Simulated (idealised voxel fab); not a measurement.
Title: Process Module voxel self aligned contacts
The width of the displayed cross-section, cut, is 225 nm; its cells are square, with a size of 5 nm.
When this document writes out a cross-section, it uses a grid of square cells and lists it as bands, beginning at the top and moving down, with a band standing for one or more rows of cells. Quick guide to a band line: top height, bottom height (nm) up front; then every material left to right with its width in nm. Only one material and it's marked "edge to edge"? Then it fills the band edge to edge. And "air" just means empty space. Heights are reckoned from 0. Under this level, the received wafer is all of one material. The bottommost band is open-ended downward, for example "0 down". Read "30 to 40" as a graded width: first number on top, second number at the bottom, same change between each pair of neighbouring rows. It should be understood that the words "left unchanged", when stated for a given step, signify that the cross-section underwent no change in any of its cells during that step. Under "Enclosed void entries" you'll find the enclosed gaps, the ones with no way out to the top, that are 8 cells or bigger; each reads width x height at distance, with distance counted from the left edge, everything in nm. If you see something after the settings on a step's line, that's the simulator's own remark about that step. When a step includes a mask, the "overlay nm" setting on its line states how far to the right of its planned place that mask lay, and negative values state how far to the left.
### The planned process steps are enumerated hereunder
1. RECEIVE [material Si]
2. OXIDIZE [depth nm 5]
3. DIRECTIONAL_DEP [material polySi] [thk nm 30]
4. DIRECTIONAL_DEP [material SiN] [thk nm 20]
5. PATTERN [tone cover] [mask id GATE] [material resist] [width nm 35] [pitch nm 65] [thk nm 15] [overlay nm 0]
6. DIRECTIONAL_ETCH [etch materials SiN] [depth nm 20]
7. DIRECTIONAL_ETCH [etch materials polySi] [depth nm 30]
8. STRIP [etch materials resist]
9. CONFORMAL_DEP [material SiN] [thk nm 5]
10. DIRECTIONAL_ETCH [etch materials SiN] [depth nm 5]
11. FILL_DEP [material SiO2] [thk nm 15]
12. CMP [height nm 60]
13. DIRECTIONAL_DEP [material aC] [thk nm 15]
14. PATTERN [tone open] [mask id CONTACT] [material resist] [width nm 50] [pitch nm 65] [thk nm 30] [overlay nm 0]
15. DIRECTIONAL_ETCH [etch materials aC] [depth nm 15]
16. STRIP [etch materials resist]
17. DIRECTIONAL_ETCH [etch materials SiO2] [depth nm 65]
18. STRIP [etch materials aC]
19. CONFORMAL_DEP [material TiN] [thk nm 5]
20. FILL_DEP [material W] [thk nm 10]
21. CMP [height nm 60]
22. CONFORMAL_DEP [material SiN] [thk nm 5]
### Account of the first of two wafers, which was processed as intended
### Shown in cross-section is the wafer as received, that is, as it stands after step 1
* 0 down: Si edge to edge
* Enclosed void entries: none
### Step 2 done - wafer cross-section
* 0 to -5: SiO2 edge to edge
* No changes below -5.
### Step 3 done - wafer cross-section
* 30 to 0: polySi edge to edge
* No changes below 0.
### Step 4 done - wafer cross-section
* 50 to 30: SiN edge to edge
* No changes below 30.
### Step 5 done - wafer cross-section
* 65 to 50: air (30) | resist (35) | air (30) | resist (35) | air (30) | resist (35) | air (30)
* No changes below 50.
### Step 6 done - wafer cross-section
* 65 to 50: air (30) | resist (35) | air (30) | resist (35) | air (30) | resist (35) | air (30)
* 50 to 30: air (30) | SiN (35) | air (30) | SiN (35) | air (30) | SiN (35) | air (30)
* No changes below 30.
### Step 7 done - wafer cross-section
* 65 to 50: air (30) | resist (35) | air (30) | resist (35) | air (30) | resist (35) | air (30)
* 50 to 30: air (30) | SiN (35) | air (30) | SiN (35) | air (30) | SiN (35) | air (30)
* 30 to 0: air (30) | polySi (35) | air (30) | polySi (35) | air (30) | polySi (35) | air (30)
* No changes below 0.
### Step 8 done - wafer cross-section
* 50 to 30: air (30) | SiN (35) | air (30) | SiN (35) | air (30) | SiN (35) | air (30)
* No changes below 30.
### Step 9 done - wafer cross-section
* 55 to 30: air (25) | SiN (45) | air (20) | SiN (45) | air (20) | SiN (45) | air (25)
* 30 to 5: air (25) | SiN (5) | polySi (35) | SiN (5) | air (20) | SiN (5) | polySi (35) | SiN (5) | air (20) | SiN (5) | polySi (35) | SiN (5) | air (25)
* 5 to 0: SiN (30) | polySi (35) | SiN (30) | polySi (35) | SiN (30) | polySi (35) | SiN (30)
* No changes below 0.
### Step 10 done - wafer cross-section
* 50 to 30: air (25) | SiN (45) | air (20) | SiN (45) | air (20) | SiN (45) | air (25)
* 30 to 0: air (25) | SiN (5) | polySi (35) | SiN (5) | air (20) | SiN (5) | polySi (35) | SiN (5) | air (20) | SiN (5) | polySi (35) | SiN (5) | air (25)
* No changes below 0.
### Step 11 done - wafer cross-section
* 65 to 50: SiO2 edge to edge
* 50 to 30: SiO2 (25) | SiN (45) | SiO2 (20) | SiN (45) | SiO2 (20) | SiN (45) | SiO2 (25)
* 30 to 0: SiO2 (25) | SiN (5) | polySi (35) | SiN (5) | SiO2 (20) | SiN (5) | polySi (35) | SiN (5) | SiO2 (20) | SiN (5) | polySi (35) | SiN (5) | SiO2 (25)
* No changes below 0.
### Step 12 done - wafer cross-section
* 60 to 50: SiO2 edge to edge
* No changes below 50.
### Step 13 done - wafer cross-section
* 75 to 60: aC edge to edge
* No changes below 60.
### Step 14 done - wafer cross-section
* 105 to 75: resist (55) | air (50) | resist (15) | air (50) | resist (55)
* No changes below 75.
### Step 15 done - wafer cross-section
* 90 to 75: resist (55) | air (50) | resist (15) | air (50) | resist (55)
* 75 to 60: aC (55) | air (50) | aC (15) | air (50) | aC (55)
* No changes below 60.
### Step 16 done - wafer cross-section
* 75 to 60: aC (55) | air (50) | aC (15) | air (50) | aC (55)
* No changes below 60.
### Step 17 done - wafer cross-section
* 75 to 60: aC (55) | air (50) | aC (15) | air (50) | aC (55)
* 60 to 50: SiO2 (55) | air (50) | SiO2 (15) | air (50) | SiO2 (55)
* 50 to 30: SiO2 (25) | SiN (45) | air (20) | SiN (45) | air (20) | SiN (45) | SiO2 (25)
* 30 to 0: SiO2 (25) | SiN (5) | polySi (35) | SiN (5) | air (20) | SiN (5) | polySi (35) | SiN (5) | air (20) | SiN (5) | polySi (35) | SiN (5) | SiO2 (25)
* 0 to -5: SiO2 (70) | air (20) | SiO2 (45) | air (20) | SiO2 (70)
* No changes below -5.
### Step 18 done - wafer cross-section
* 60 to 50: SiO2 (55) | air (50) | SiO2 (15) | air (50) | SiO2 (55)
* No changes below 50.
### Step 19 done - wafer cross-section
* 65 to 60: TiN (60) | air (40) | TiN (25) | air (40) | TiN (60)
* 60 to 50: SiO2 (55) | TiN (5 to 20) | air (40 to 10) | TiN (5 to 20) | SiO2 (15) | TiN (5 to 20) | air (40 to 10) | TiN (5 to 20) | SiO2 (55)
* 50 to 30: SiO2 (25) | SiN (45) | TiN (5) | air (10) | TiN (5) | SiN (45) | TiN (5) | air (10) | TiN (5) | SiN (45) | SiO2 (25)
* 30 to 0: SiO2 (25) | SiN (5) | polySi (35) | SiN (5) | TiN (5) | air (10) | TiN (5) | SiN (5) | polySi (35) | SiN (5) | TiN (5) | air (10) | TiN (5) | SiN (5) | polySi (35) | SiN (5) | SiO2 (25)
* 0 to -5: SiO2 (70) | TiN (20) | SiO2 (45) | TiN (20) | SiO2 (70)
* No changes below -5.
### Step 20 done - wafer cross-section
* 75 to 65: W edge to edge
* 65 to 60: TiN (60) | W (40) | TiN (25) | W (40) | TiN (60)
* 60 to 50: SiO2 (55) | TiN (5 to 20) | W (40 to 10) | TiN (5 to 20) | SiO2 (15) | TiN (5 to 20) | W (40 to 10) | TiN (5 to 20) | SiO2 (55)
* 50 to 30: SiO2 (25) | SiN (45) | TiN (5) | W (10) | TiN (5) | SiN (45) | TiN (5) | W (10) | TiN (5) | SiN (45) | SiO2 (25)
* 30 to 0: SiO2 (25) | SiN (5) | polySi (35) | SiN (5) | TiN (5) | W (10) | TiN (5) | SiN (5) | polySi (35) | SiN (5) | TiN (5) | W (10) | TiN (5) | SiN (5) | polySi (35) | SiN (5) | SiO2 (25)
* No changes below 0.
### Step 21 done - wafer cross-section
* 60 to 50: SiO2 (55) | TiN (5 to 20) | W (40 to 10) | TiN (5 to 20) | SiO2 (15) | TiN (5 to 20) | W (40 to 10) | TiN (5 to 20) | SiO2 (55)
* No changes below 50.
### Step 22 done - wafer cross-section
* 65 to 60: SiN edge to edge
* No changes below 60.
### The second wafer: identical to the first at the outset and in its planned sequence, differing only in that one mistake was made during processing; up to and including step 1, its path is the first wafer's path
Look at the second wafer in cross-section at the time step 2 ought to have finished: left unchanged
### Look at the second wafer in cross-section at the time step 3 ought to have finished
* 30 to 0: polySi edge to edge
* No changes below 0.
### Look at the second wafer in cross-section at the time step 4 ought to have finished
* 50 to 30: SiN edge to edge
* No changes below 30.
### Look at the second wafer in cross-section at the time step 5 ought to have finished
* 65 to 50: air (30) | resist (35) | air (30) | resist (35) | air (30) | resist (35) | air (30)
* No changes below 50.
### Look at the second wafer in cross-section at the time step 6 ought to have finished
* 65 to 50: air (30) | resist (35) | air (30) | resist (35) | air (30) | resist (35) | air (30)
* 50 to 30: air (30) | SiN (35) | air (30) | SiN (35) | air (30) | SiN (35) | air (30)
* No changes below 30.
### Look at the second wafer in cross-section at the time step 7 ought to have finished
* 65 to 50: air (30) | resist (35) | air (30) | resist (35) | air (30) | resist (35) | air (30)
* 50 to 30: air (30) | SiN (35) | air (30) | SiN (35) | air (30) | SiN (35) | air (30)
* 30 to 0: air (30) | polySi (35) | air (30) | polySi (35) | air (30) | polySi (35) | air (30)
* No changes below 0.
### Look at the second wafer in cross-section at the time step 8 ought to have finished
* 50 to 30: air (30) | SiN (35) | air (30) | SiN (35) | air (30) | SiN (35) | air (30)
* No changes below 30.
### Look at the second wafer in cross-section at the time step 9 ought to have finished
* 55 to 30: air (25) | SiN (45) | air (20) | SiN (45) | air (20) | SiN (45) | air (25)
* 30 to 5: air (25) | SiN (5) | polySi (35) | SiN (5) | air (20) | SiN (5) | polySi (35) | SiN (5) | air (20) | SiN (5) | polySi (35) | SiN (5) | air (25)
* 5 to 0: SiN (30) | polySi (35) | SiN (30) | polySi (35) | SiN (30) | polySi (35) | SiN (30)
* No changes below 0.
### Look at the second wafer in cross-section at the time step 10 ought to have finished
* 50 to 30: air (25) | SiN (45) | air (20) | SiN (45) | air (20) | SiN (45) | air (25)
* 30 to 0: air (25) | SiN (5) | polySi (35) | SiN (5) | air (20) | SiN (5) | polySi (35) | SiN (5) | air (20) | SiN (5) | polySi (35) | SiN (5) | air (25)
* No changes below 0.
### Look at the second wafer in cross-section at the time step 11 ought to have finished
* 65 to 50: SiO2 edge to edge
* 50 to 30: SiO2 (25) | SiN (45) | SiO2 (20) | SiN (45) | SiO2 (20) | SiN (45) | SiO2 (25)
* 30 to 0: SiO2 (25) | SiN (5) | polySi (35) | SiN (5) | SiO2 (20) | SiN (5) | polySi (35) | SiN (5) | SiO2 (20) | SiN (5) | polySi (35) | SiN (5) | SiO2 (25)
* No changes below 0.
### Look at the second wafer in cross-section at the time step 12 ought to have finished
* 60 to 50: SiO2 edge to edge
* No changes below 50.
### Look at the second wafer in cross-section at the time step 13 ought to have finished
* 75 to 60: aC edge to edge
* No changes below 60.
### Look at the second wafer in cross-section at the time step 14 ought to have finished
* 105 to 75: resist (55) | air (50) | resist (15) | air (50) | resist (55)
* No changes below 75.
### Look at the second wafer in cross-section at the time step 15 ought to have finished
* 90 to 75: resist (55) | air (50) | resist (15) | air (50) | resist (55)
* 75 to 60: aC (55) | air (50) | aC (15) | air (50) | aC (55)
* No changes below 60.
### Look at the second wafer in cross-section at the time step 16 ought to have finished
* 75 to 60: aC (55) | air (50) | aC (15) | air (50) | aC (55)
* No changes below 60.
### Look at the second wafer in cross-section at the time step 17 ought to have finished
* 75 to 60: aC (55) | air (50) | aC (15) | air (50) | aC (55)
* 60 to 50: SiO2 (55) | air (50) | SiO2 (15) | air (50) | SiO2 (55)
* 50 to 30: SiO2 (25) | SiN (45) | air (20) | SiN (45) | air (20) | SiN (45) | SiO2 (25)
* 30 to 0: SiO2 (25) | SiN (5) | polySi (35) | SiN (5) | air (20) | SiN (5) | polySi (35) | SiN (5) | air (20) | SiN (5) | polySi (35) | SiN (5) | SiO2 (25)
* No changes below 0.
### Look at the second wafer in cross-section at the time step 18 ought to have finished
* 60 to 50: SiO2 (55) | air (50) | SiO2 (15) | air (50) | SiO2 (55)
* No changes below 50.
### Look at the second wafer in cross-section at the time step 19 ought to have finished
* 65 to 60: TiN (60) | air (40) | TiN (25) | air (40) | TiN (60)
* 60 to 50: SiO2 (55) | TiN (5 to 20) | air (40 to 10) | TiN (5 to 20) | SiO2 (15) | TiN (5 to 20) | air (40 to 10) | TiN (5 to 20) | SiO2 (55)
* 50 to 30: SiO2 (25) | SiN (45) | TiN (5) | air (10) | TiN (5) | SiN (45) | TiN (5) | air (10) | TiN (5) | SiN (45) | SiO2 (25)
* 30 to 5: SiO2 (25) | SiN (5) | polySi (35) | SiN (5) | TiN (5) | air (10) | TiN (5) | SiN (5) | polySi (35) | SiN (5) | TiN (5) | air (10) | TiN (5) | SiN (5) | polySi (35) | SiN (5) | SiO2 (25)
* 5 to 0: SiO2 (25) | SiN (5) | polySi (35) | SiN (5) | TiN (20) | SiN (5) | polySi (35) | SiN (5) | TiN (20) | SiN (5) | polySi (35) | SiN (5) | SiO2 (25)
* No changes below 0.
### Look at the second wafer in cross-section at the time step 20 ought to have finished
* 75 to 65: W edge to edge
* 65 to 60: TiN (60) | W (40) | TiN (25) | W (40) | TiN (60)
* 60 to 50: SiO2 (55) | TiN (5 to 20) | W (40 to 10) | TiN (5 to 20) | SiO2 (15) | TiN (5 to 20) | W (40 to 10) | TiN (5 to 20) | SiO2 (55)
* 50 to 30: SiO2 (25) | SiN (45) | TiN (5) | W (10) | TiN (5) | SiN (45) | TiN (5) | W (10) | TiN (5) | SiN (45) | SiO2 (25)
* 30 to 5: SiO2 (25) | SiN (5) | polySi (35) | SiN (5) | TiN (5) | W (10) | TiN (5) | SiN (5) | polySi (35) | SiN (5) | TiN (5) | W (10) | TiN (5) | SiN (5) | polySi (35) | SiN (5) | SiO2 (25)
* No changes below 5.
### Look at the second wafer in cross-section at the time step 21 ought to have finished
* 60 to 50: SiO2 (55) | TiN (5 to 20) | W (40 to 10) | TiN (5 to 20) | SiO2 (15) | TiN (5 to 20) | W (40 to 10) | TiN (5 to 20) | SiO2 (55)
* No changes below 50.
### Look at the second wafer in cross-section at the time step 22 ought to have finished
* 65 to 60: SiN edge to edge
* No changes below 60.
In executing the process, a mistake was made relative to the plan: step 2 of the plan was jumped over and never run
The closing comparison, in cells, has the second wafer with more or fewer of some materials than the first: 45 more of Si | 37 fewer of SiO2 | 4 fewer of TiN | 4 fewer of W
